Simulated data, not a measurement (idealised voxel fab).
Process module, titled voxel air gaps
Section shown: cut. Width: 260 nm. Cell size: 5 nm, square.
A cross-section in this document is a grid of square cells, and it is written down as bands, the top band listed before the ones below it; a band is made up of one or more rows of cells.
Top, bottom (nm), then materials left to right with widths (nm); lone material tagged "everywhere" fills the whole band edge to edge; "air" = empty space.
The level at which height equals 0 is the one under which the wafer, as it arrives, is entirely one material. No lower edge exists for the bottom band, which continues downward and is notated as in "from 0 down".
Top row gets the first number, bottom row gets the second, and each row in between changes by the same step: that is how a band width like "30 to 40" works.
"remained the same" -> step changed no cross-section cell.
The list in "Closed void listing" covers empty spaces of 8 cells or more that cannot reach the top through any open way, and it gives each as width x height at distance; the distance is from the left edge, and width, height and distance are in nm.
Formally, on a step line, whatever follows the settings is a remark that the simulator itself makes on the step.
The optional step-line setting "overlay nm" applies to steps with a mask and quantifies how far to the right of its planned location the mask lay, a negative value indicating leftward placement.
Plan:
1 RECEIVE (material Si)
2 CONFORMAL_DEP (material SiO2; thk nm 10)
3 CONFORMAL_DEP (material SiCN; thk nm 5)
4 DIRECTIONAL_DEP (material lowk; thk nm 35)
5 DIRECTIONAL_DEP (material aC; thk nm 10)
6 PATTERN (tone open; mask id LINES; material resist; width nm 25; pitch nm 55; thk nm 30; overlay nm 0)
7 DIRECTIONAL_ETCH (etch materials aC; depth nm 10)
8 STRIP (etch materials resist)
9 DIRECTIONAL_ETCH (etch materials lowk; depth nm 35)
10 STRIP (etch materials aC)
11 CONFORMAL_DEP (material TiN; thk nm 5)
12 FILL_DEP (material Ru; thk nm 10)
13 CMP (height nm 50)
14 EPI (material Ru; thk nm 10)
15 SELECTIVE_ETCH (etch materials lowk; depth nm 45)
16 CONFORMAL_DEP (material SiCN; thk nm 5)
Wafer as received: cross-section following step 1:
	from 0 down: Si everywhere
	Closed void listing: none
Cross-section, first of two wafers, end of module, run as planned:
	from 65 to 60: air (20) / SiCN (220) / air (20)
	from 60 to 50: air (20) / SiCN (5) / Ru (45) / SiCN (10) / Ru (45) / SiCN (10) / Ru (45) / SiCN (10) / Ru (45) / SiCN (5) / air (20)
	from 50 to 45: air (20) / SiCN (15) / TiN (5) / Ru (15) / TiN (5) / SiCN (30) / TiN (5) / Ru (15) / TiN (5) / SiCN (30) / TiN (5) / Ru (15) / TiN (5) / SiCN (30) / TiN (5) / Ru (15) / TiN (5) / SiCN (15) / air (20)
	from 45 to 20: air (30) / SiCN (5) / TiN (5) / Ru (15) / TiN (5) / SiCN (5) / air (20) / SiCN (5) / TiN (5) / Ru (15) / TiN (5) / SiCN (5) / air (20) / SiCN (5) / TiN (5) / Ru (15) / TiN (5) / SiCN (5) / air (20) / SiCN (5) / TiN (5) / Ru (15) / TiN (5) / SiCN (5) / air (30)
	from 20 to 15: SiCN (35) / TiN (25) / SiCN (30) / TiN (25) / SiCN (30) / TiN (25) / SiCN (30) / TiN (25) / SiCN (35)
	from 15 to 10: SiCN everywhere
	from 10 to 0: SiO2 everywhere
	from 0 down: Si everywhere
	Closed void listing: 20 x 25 at 65; 20 x 25 at 120; 20 x 25 at 175
What the second wafer looks like in cross-section once the module is done. Its start and its plan matched the first wafer's exactly; what differed was one mistake in how it was run:
	from 55 to 50: air (20) / SiCN (220) / air (20)
	from 50 to 40: air (20) / SiCN (5) / Ru (45) / SiCN (10) / Ru (45) / SiCN (10) / Ru (45) / SiCN (10) / Ru (45) / SiCN (5) / air (20)
	from 40 to 35: air (20) / SiCN (15) / TiN (5) / Ru (15) / TiN (5) / SiCN (30) / TiN (5) / Ru (15) / TiN (5) / SiCN (30) / TiN (5) / Ru (15) / TiN (5) / SiCN (30) / TiN (5) / Ru (15) / TiN (5) / SiCN (15) / air (20)
	from 35 to 20: air (30) / SiCN (5) / TiN (5) / Ru (15) / TiN (5) / SiCN (5) / air (20) / SiCN (5) / TiN (5) / Ru (15) / TiN (5) / SiCN (5) / air (20) / SiCN (5) / TiN (5) / Ru (15) / TiN (5) / SiCN (5) / air (20) / SiCN (5) / TiN (5) / Ru (15) / TiN (5) / SiCN (5) / air (30)
	from 20 to 15: SiCN (35) / TiN (25) / SiCN (30) / TiN (25) / SiCN (30) / TiN (25) / SiCN (30) / TiN (25) / SiCN (35)
	from 15 to 10: SiCN everywhere
	from 10 to 0: SiO2 everywhere
	from 0 down: Si everywhere
	Closed void listing: 20 x 15 at 65; 20 x 15 at 120; 20 x 15 at 175
It is concluded that the wafer was processed incorrectly with respect to the plan, in that heads up, step 13 didn't go per plan, it actually ran as CMP (height nm 40)
Final wafer comparison in cells, second versus first, more or fewer per material: -24 Ru; -16 SiCN; -16 TiN
